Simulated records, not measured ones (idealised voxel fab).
The document below concerns the process module designated voxel self aligned vias.
FYI the section here is cut, 265 nm wide, cells are 5 nm squares.
Each cross-section below is a grid of square cells, stated as bands in top-down order, with one or more rows of cells making up each band. The band entry comprises the height of the band's top followed by the height of its bottom, expressed in nm, and subsequently the band's materials from left to right, each stated together with its width in nm. Where a single material is marked with the word "full width", that material fills the band from edge to edge. The word "air" represents empty space. The reference from which all heights are counted is 0, the level beneath which the as-received wafer is entirely one material; the lowest band, having no lower bound, proceeds downward and is written after the example "0..down". Graded width ("30..40"): value in top row of band = first number; value in bottom row = second number; row-to-row change constant. Basically "no change occurred" means that step didn't change any cell in the cross-section. Heads up: "Completely enclosed voids" only lists the empty pockets with no open path to the top that are 8 cells or more, and it writes them as width x height at distance, distance from the left edge, in nm. Past the settings on a step's line: simulator remark, on that step. On any step carrying a mask, the "overlay nm" setting, if present on the step's line, tells how far right of its planned place the mask lay; negative values point to the left.

## Steps planned for the process
1: RECEIVE with material Si
2: CONFORMAL_DEP with material SiO2, thk nm 10
3: CONFORMAL_DEP with material SiCN, thk nm 5
4: DIRECTIONAL_DEP with material SiO2, thk nm 25
5: MASKED_ETCH with tone open, mask id LINES, width nm 25, pitch nm 60, etch materials SiO2, depth nm 25, overlay nm 0
6: CONFORMAL_DEP with material TiN, thk nm 5
7: FILL_DEP with material W, thk nm 10
8: CMP with height nm 40
9: SELECTIVE_ETCH with etch materials W Ru TiN, depth nm 5
10: FILL_DEP with material SiN, thk nm 10
11: CMP with height nm 40
12: DIRECTIONAL_DEP with material SiO2, thk nm 20
13: PATTERN with tone open, mask id VIAS, material resist, width nm 35, pitch nm 120, thk nm 20, overlay nm 0
14: DIRECTIONAL_ETCH with etch materials SiO2, depth nm 20
15: DIRECTIONAL_ETCH with etch materials SiN, depth nm 5
16: STRIP with etch materials resist
17: CONFORMAL_DEP with material TiN, thk nm 5
18: FILL_DEP with material Ru, thk nm 5
19: CMP with height nm 60
20: CONFORMAL_DEP with material SiN, thk nm 5

## Of two wafers, the first: run according to plan

## So this is the incoming wafer in cross-section - it's already been through step 1
0..down = Si full width
Completely enclosed voids: none

## Take a look at the wafer's cross-section after step 2
10..0 = SiO2 full width
All layers under 0 are left as they were.

## Take a look at the wafer's cross-section after step 3
15..10 = SiCN full width
All layers under 10 are left as they were.

## Take a look at the wafer's cross-section after step 4
40..15 = SiO2 full width
All layers under 15 are left as they were.

## Take a look at the wafer's cross-section after step 5
40..15 = SiO2 60 nm, then air 25 nm, then SiO2 35 nm, then air 25 nm, then SiO2 35 nm, then air 25 nm, then SiO2 60 nm
All layers under 15 are left as they were.

## Take a look at the wafer's cross-section after step 6
45..40 = TiN 65 nm, then air 15 nm, then TiN 45 nm, then air 15 nm, then TiN 45 nm, then air 15 nm, then TiN 65 nm
40..20 = SiO2 60 nm, then TiN 5 nm, then air 15 nm, then TiN 5 nm, then SiO2 35 nm, then TiN 5 nm, then air 15 nm, then TiN 5 nm, then SiO2 35 nm, then TiN 5 nm, then air 15 nm, then TiN 5 nm, then SiO2 60 nm
20..15 = SiO2 60 nm, then TiN 25 nm, then SiO2 35 nm, then TiN 25 nm, then SiO2 35 nm, then TiN 25 nm, then SiO2 60 nm
All layers under 15 are left as they were.

## Take a look at the wafer's cross-section after step 7
55..45 = W full width
45..40 = TiN 65 nm, then W 15 nm, then TiN 45 nm, then W 15 nm, then TiN 45 nm, then W 15 nm, then TiN 65 nm
40..20 = SiO2 60 nm, then TiN 5 nm, then W 15 nm, then TiN 5 nm, then SiO2 35 nm, then TiN 5 nm, then W 15 nm, then TiN 5 nm, then SiO2 35 nm, then TiN 5 nm, then W 15 nm, then TiN 5 nm, then SiO2 60 nm
All layers under 20 are left as they were.

## Take a look at the wafer's cross-section after step 8
40..20 = SiO2 60 nm, then TiN 5 nm, then W 15 nm, then TiN 5 nm, then SiO2 35 nm, then TiN 5 nm, then W 15 nm, then TiN 5 nm, then SiO2 35 nm, then TiN 5 nm, then W 15 nm, then TiN 5 nm, then SiO2 60 nm
All layers under 20 are left as they were.

## Take a look at the wafer's cross-section after step 9
40..35 = SiO2 60 nm, then air 25 nm, then SiO2 35 nm, then air 25 nm, then SiO2 35 nm, then air 25 nm, then SiO2 60 nm
All layers under 35 are left as they were.

## Take a look at the wafer's cross-section after step 10
50..40 = SiN full width
40..35 = SiO2 60 nm, then SiN 25 nm, then SiO2 35 nm, then SiN 25 nm, then SiO2 35 nm, then SiN 25 nm, then SiO2 60 nm
All layers under 35 are left as they were.

## Take a look at the wafer's cross-section after step 11
40..35 = SiO2 60 nm, then SiN 25 nm, then SiO2 35 nm, then SiN 25 nm, then SiO2 35 nm, then SiN 25 nm, then SiO2 60 nm
All layers under 35 are left as they were.

## Take a look at the wafer's cross-section after step 12
60..40 = SiO2 full width
All layers under 40 are left as they were.

## Take a look at the wafer's cross-section after step 13
80..60 = resist 55 nm, then air 35 nm, then resist 85 nm, then air 35 nm, then resist 55 nm
All layers under 60 are left as they were.

## Take a look at the wafer's cross-section after step 14
80..60 = resist 55 nm, then air 35 nm, then resist 85 nm, then air 35 nm, then resist 55 nm
60..40 = SiO2 55 nm, then air 35 nm, then SiO2 85 nm, then air 35 nm, then SiO2 55 nm
All layers under 40 are left as they were.

## Take a look at the wafer's cross-section after step 15
80..60 = resist 55 nm, then air 35 nm, then resist 85 nm, then air 35 nm, then resist 55 nm
60..40 = SiO2 55 nm, then air 35 nm, then SiO2 85 nm, then air 35 nm, then SiO2 55 nm
40..35 = SiO2 60 nm, then air 25 nm, then SiO2 35 nm, then SiN 25 nm, then SiO2 35 nm, then air 25 nm, then SiO2 60 nm
All layers under 35 are left as they were.

## Take a look at the wafer's cross-section after step 16
60..40 = SiO2 55 nm, then air 35 nm, then SiO2 85 nm, then air 35 nm, then SiO2 55 nm
All layers under 40 are left as they were.

## Take a look at the wafer's cross-section after step 17
65..60 = TiN 60 nm, then air 25 nm, then TiN 95 nm, then air 25 nm, then TiN 60 nm
60..45 = SiO2 55 nm, then TiN 5 nm, then air 25 nm, then TiN 5 nm, then SiO2 85 nm, then TiN 5 nm, then air 25 nm, then TiN 5 nm, then SiO2 55 nm
45..40 = SiO2 55 nm, then TiN 10 nm, then air 15 nm, then TiN 10 nm, then SiO2 85 nm, then TiN 10 nm, then air 15 nm, then TiN 10 nm, then SiO2 55 nm
40..35 = SiO2 60 nm, then TiN 25 nm, then SiO2 35 nm, then SiN 25 nm, then SiO2 35 nm, then TiN 25 nm, then SiO2 60 nm
All layers under 35 are left as they were.

## Take a look at the wafer's cross-section after step 18
70..65 = Ru full width
65..60 = TiN 60 nm, then Ru 25 nm, then TiN 95 nm, then Ru 25 nm, then TiN 60 nm
60..45 = SiO2 55 nm, then TiN 5 nm, then Ru 25 nm, then TiN 5 nm, then SiO2 85 nm, then TiN 5 nm, then Ru 25 nm, then TiN 5 nm, then SiO2 55 nm
45..40 = SiO2 55 nm, then TiN 10 nm, then Ru 15 nm, then TiN 10 nm, then SiO2 85 nm, then TiN 10 nm, then Ru 15 nm, then TiN 10 nm, then SiO2 55 nm
All layers under 40 are left as they were.

## Take a look at the wafer's cross-section after step 19
60..45 = SiO2 55 nm, then TiN 5 nm, then Ru 25 nm, then TiN 5 nm, then SiO2 85 nm, then TiN 5 nm, then Ru 25 nm, then TiN 5 nm, then SiO2 55 nm
All layers under 45 are left as they were.

## Take a look at the wafer's cross-section after step 20
65..60 = SiN full width
All layers under 60 are left as they were.

## Wafer two. Identical start, identical plan. One mistake in execution. Identical history through step 12

## Look at the second wafer in cross-section at the time step 13 ought to have finished
80..60 = resist 55 nm, then air 40 nm, then resist 80 nm, then air 40 nm, then resist 50 nm
All layers under 60 are left as they were.

## Look at the second wafer in cross-section at the time step 14 ought to have finished
80..60 = resist 55 nm, then air 40 nm, then resist 80 nm, then air 40 nm, then resist 50 nm
60..40 = SiO2 55 nm, then air 40 nm, then SiO2 80 nm, then air 40 nm, then SiO2 50 nm
All layers under 40 are left as they were.

## Look at the second wafer in cross-section at the time step 15 ought to have finished
80..60 = resist 55 nm, then air 40 nm, then resist 80 nm, then air 40 nm, then resist 50 nm
60..40 = SiO2 55 nm, then air 40 nm, then SiO2 80 nm, then air 40 nm, then SiO2 50 nm
40..35 = SiO2 60 nm, then air 25 nm, then SiO2 35 nm, then SiN 25 nm, then SiO2 35 nm, then air 25 nm, then SiO2 60 nm
All layers under 35 are left as they were.

## Look at the second wafer in cross-section at the time step 16 ought to have finished
60..40 = SiO2 55 nm, then air 40 nm, then SiO2 80 nm, then air 40 nm, then SiO2 50 nm
All layers under 40 are left as they were.

## Look at the second wafer in cross-section at the time step 17 ought to have finished
65..60 = TiN 60 nm, then air 30 nm, then TiN 90 nm, then air 30 nm, then TiN 55 nm
60..45 = SiO2 55 nm, then TiN 5 nm, then air 30 nm, then TiN 5 nm, then SiO2 80 nm, then TiN 5 nm, then air 30 nm, then TiN 5 nm, then SiO2 50 nm
45..40 = SiO2 55 nm, then TiN 10 nm, then air 15 nm, then TiN 15 nm, then SiO2 80 nm, then TiN 10 nm, then air 15 nm, then TiN 15 nm, then SiO2 50 nm
40..35 = SiO2 60 nm, then TiN 25 nm, then SiO2 35 nm, then SiN 25 nm, then SiO2 35 nm, then TiN 25 nm, then SiO2 60 nm
All layers under 35 are left as they were.

## Look at the second wafer in cross-section at the time step 18 ought to have finished
70..65 = Ru full width
65..60 = TiN 60 nm, then Ru 30 nm, then TiN 90 nm, then Ru 30 nm, then TiN 55 nm
60..45 = SiO2 55 nm, then TiN 5 nm, then Ru 30 nm, then TiN 5 nm, then SiO2 80 nm, then TiN 5 nm, then Ru 30 nm, then TiN 5 nm, then SiO2 50 nm
45..40 = SiO2 55 nm, then TiN 10 nm, then Ru 15 nm, then TiN 15 nm, then SiO2 80 nm, then TiN 10 nm, then Ru 15 nm, then TiN 15 nm, then SiO2 50 nm
All layers under 40 are left as they were.

## Look at the second wafer in cross-section at the time step 19 ought to have finished
60..45 = SiO2 55 nm, then TiN 5 nm, then Ru 30 nm, then TiN 5 nm, then SiO2 80 nm, then TiN 5 nm, then Ru 30 nm, then TiN 5 nm, then SiO2 50 nm
All layers under 45 are left as they were.

## Look at the second wafer in cross-section at the time step 20 ought to have finished
65..60 = SiN full width
All layers under 60 are left as they were.
Misprocessing identified: step 13 off recipe, ran as PATTERN with tone open, mask id VIAS, material resist, width nm 40, pitch nm 120, thk nm 20, overlay nm 0
at the end the second wafer has, in cells: +6 Ru | -8 SiO2 | +2 TiN
